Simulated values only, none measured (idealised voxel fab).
The document below concerns the process module designated voxel released beams.
cross-section cut | 185 nm wide | cells 5 nm
Format of a cross-section: grid, square cells. Given as bands. Order: top down. Band: one or more rows of cells.
Band entry format. Leading values: height of top, height of bottom, nm. Remainder: materials in left-to-right order, each with its width in nm. Special words: "everywhere" on a single material, which then fills the band edge to edge; "blank", empty space.
Height 0 is the level under which the wafer as received is all one material. The lowest band goes on downwards, as in "z 0 and below".
A two-number width, for instance "30->40", indicates that the width is equal to the first number in the top row of the band and to the second number in the bottom row, and that it changes by a constant amount per row of cells.
What does "same as before" mean for a step? It means no cell of the cross-section changed in that step.
For the entry "Fully sealed cavities", the listed items are empty spaces with no open way to the top whose size is 8 cells or more; each item follows the pattern width x height at distance, where distance is from the left edge and all three are in nm.
What comes after the settings on a step's line is commentary from the simulator itself on that step.
overlay nm: mask offset rightward from planned place, masked step; negative means leftward offset.
Process steps foreseen in the plan:
1) RECEIVE: material Si
2) CONFORMAL_DEP: material SiN, thk nm 5
3) DIRECTIONAL_DEP: material SiO2, thk nm 10
4) DIRECTIONAL_DEP: material aC, thk nm 10
5) PATTERN: tone open, mask id ANCHOR, material resist, width nm 30, thk nm 30, overlay nm 0
6) DIRECTIONAL_ETCH: etch materials aC, depth nm 10
7) STRIP: etch materials resist
8) DIRECTIONAL_ETCH: etch materials SiO2, depth nm 10
9) STRIP: etch materials aC
10) CONFORMAL_DEP: material polySi, thk nm 10
11) DIRECTIONAL_DEP: material aC, thk nm 15
12) PATTERN: tone cover, mask id BEAM, material resist, width nm 80, thk nm 35, overlay nm 0
13) DIRECTIONAL_ETCH: etch materials aC, depth nm 15
14) STRIP: etch materials resist
15) DIRECTIONAL_ETCH: etch materials polySi, depth nm 10
16) STRIP: etch materials aC
17) STRIP: etch materials SiO2
Incoming wafer, cross-sectional view, post step 1:
  z 0 and below  Si everywhere
  Fully sealed cavities: none
Starting wafer: above. Plan: above. Run: one mistake. Cross-section after the module: below:
  z 25 to 15  blank 50; polySi 80; blank 55
  z 15 to 10  SiN everywhere
  z 10 to 0  SiO2 everywhere
  z 0 and below  Si everywhere
  Fully sealed cavities: none
Run error: the processing plan was not followed for steps 2 and 3, which were run with their positions exchanged
